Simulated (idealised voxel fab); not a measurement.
process module | voxel air gaps
Displayed cross-section: cut, width of 270 nm, square cells sized 5 nm.
Just so we're on the same page, the cross-sections are grids of square cells, and they're listed out in bands top to bottom, each band one or more rows deep. Quick guide to a band line: top height, bottom height (nm) up front; then every material left to right with its width in nm. Only one material and it's marked "full width"? Then it fills the band edge to edge. And "air" just means empty space. Zero point of the height axis is 0; under it, received wafer = one material. Lowest band: continues down indefinitely, "0..down". Width spec "30->40" -> top row of cells at first value, bottom row at second value, equal per-row change in between. The designation "all unchanged", where it is given for a processing step, indicates that no cell of the cross-section was altered in the course of that step. Empty spaces counting at least 8 cells and having no open way to the top are listed in "Voids lacking openings". The notation width x height at distance is used for each, the distance being from the left edge and all three values in nm. Anything after a step's settings on that line? It's the simulator's own note about the step. overlay nm: how far to the right of its planned place the mask lay on this masked step (negative: to the left).

THE STEPS PLANNED FOR THE PROCESS ARE AS FOLLOWS
1. RECEIVE,material Si
2. CONFORMAL_DEP,material SiO2,thk nm 10
3. CONFORMAL_DEP,material SiN,thk nm 5
4. DIRECTIONAL_DEP,material SiO2,thk nm 35
5. MASKED_ETCH,tone open,mask id LINES,width nm 20,pitch nm 45,etch materials SiO2,depth nm 35,overlay nm 0
6. CONFORMAL_DEP,material TiN,thk nm 5
7. FILL_DEP,material W,thk nm 5
8. CMP,height nm 50
9. EPI,material Ru,thk nm 10
10. SELECTIVE_ETCH,etch materials SiO2,depth nm 45
11. CONFORMAL_DEP,material SiCN,thk nm 5

AS RECEIVED, AFTER STEP 1
* 0..down: Si full width
* Voids lacking openings: none

CROSS-SECTIONAL IMAGE OF THE FIRST OF TWO WAFERS AT THE END OF THE MODULE, THE RUN HAVING PROCEEDED AS PLANNED
* 65..60: air 40; SiCN 185; air 45
* 60..50: air 40; SiCN 5; Ru 40; SiCN 5; Ru 40; SiCN 5; Ru 40; SiCN 5; Ru 40; SiCN 5; air 45
* 50..45: air 40; SiCN 15; TiN 5; W 10; TiN 5; SiCN 25; TiN 5; W 10; TiN 5; SiCN 25; TiN 5; W 10; TiN 5; SiCN 25; TiN 5; W 10; TiN 5; SiCN 15; air 45
* 45..20: air 50; SiCN 5; TiN 5; W 10; TiN 5; SiCN 5; air 15; SiCN 5; TiN 5; W 10; TiN 5; SiCN 5; air 15; SiCN 5; TiN 5; W 10; TiN 5; SiCN 5; air 15; SiCN 5; TiN 5; W 10; TiN 5; SiCN 5; air 55
* 20..15: SiCN 55; TiN 20; SiCN 25; TiN 20; SiCN 25; TiN 20; SiCN 25; TiN 20; SiCN 60
* 15..10: SiN full width
* 10..0: SiO2 full width
* 0..down: Si full width
* Voids lacking openings: 15 x 25 at 80; 15 x 25 at 125; 15 x 25 at 170

END-OF-MODULE CROSS-SECTION OF THE SECOND WAFER: IDENTICAL STARTING POINT AND PROCESS PLAN TO THE FIRST, WITH ONE PROCESSING MISTAKE
* 65..60: air 45; SiCN 40; air 5; SiCN 40; air 5; SiCN 40; air 5; SiCN 40; air 50
* 60..50: air 45; SiCN 5; Ru 30; SiCN 5; air 5; SiCN 5; Ru 30; SiCN 5; air 5; SiCN 5; Ru 30; SiCN 5; air 5; SiCN 5; Ru 30; SiCN 5; air 50
* 50..45: air 45; SiCN 15; W 10; SiCN 15; air 5; SiCN 15; W 10; SiCN 15; air 5; SiCN 15; W 10; SiCN 15; air 5; SiCN 15; W 10; SiCN 15; air 50
* 45..20: air 50; SiCN 10; W 10; SiCN 10; air 15; SiCN 10; W 10; SiCN 10; air 15; SiCN 10; W 10; SiCN 10; air 15; SiCN 10; W 10; SiCN 10; air 55
* 20..15: SiCN full width
* 15..10: SiN full width
* 10..0: SiO2 full width
* 0..down: Si full width
* Voids lacking openings: none
Which mistake was made when the wafer was run? so step 6 ended up running with a different setting than we planned, it ran as CONFORMAL_DEP,material SiCN,thk nm 5
at the end the second wafer has, in cells: 16 fewer of Ru | 60 more of SiCN | 64 fewer of TiN
The second wafer ends with 0 closed voids, and the first wafer ends with 3.
